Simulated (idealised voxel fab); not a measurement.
process module | voxel double patterning
cross-section cut | 245 nm wide | cells 5 nm
A cross-section is a grid of square cells, given in bands from the top down. A band is one or more rows of cells.
Each band's line starts with the height of the band's top and of its bottom, in nm. Then come its materials from left to right, each with its width in nm. One material with "throughout" fills the band from edge to edge. "air" is empty space.
Height 0 is the level under which the wafer as received is all one material. The lowest band goes on downwards, as in "0 down".
A width such as "30 to 40" changes by the same amount from each row of cells to the next, from the band's top row to its bottom row.
"no change" after a step means that no cell of the cross-section changed.
closed voids: empty space of 8 cells or more with no open way to the top, each as width x height at its distance from the left edge, in nm
after a step's settings: what the simulator itself notes on the step
overlay nm, on a step with a mask: how far to the right of its planned place the mask lay; to the left if negative
plan
1 op RECEIVE | material Si
2 op CONFORMAL_DEP | material SiO2 | thk nm 5
3 op DIRECTIONAL_DEP | material polySi | thk nm 15
4 op DIRECTIONAL_DEP | material SiN | thk nm 5
5 op DIRECTIONAL_DEP | material aC | thk nm 10
6 op PATTERN | tone open | mask id FIRST | material resist | width nm 15 | pitch nm 50 | thk nm 30 | overlay nm 0
7 op DIRECTIONAL_ETCH | etch materials aC | depth nm 10
8 op STRIP | etch materials resist
9 op DIRECTIONAL_ETCH | etch materials SiN | depth nm 5
10 op STRIP | etch materials aC
11 op PATTERN | tone open | mask id SECOND | material resist | width nm 15 | thk nm 20 | overlay nm 0
12 op DIRECTIONAL_ETCH | etch materials SiN | depth nm 5
13 op STRIP | etch materials resist
14 op DIRECTIONAL_ETCH | etch materials polySi | depth nm 15
15 op STRIP | etch materials SiN
as received, after step 1
  0 down: Si throughout
  closed voids: none
a wafer at the end: this start, this plan, one mistake
  15 to 0: polySi 90 | air 15 | polySi 10 | air 15 | polySi 10 | air 15 | polySi 90
  0 down: Si throughout
  closed voids: none
what went wrong: step 2 was left out
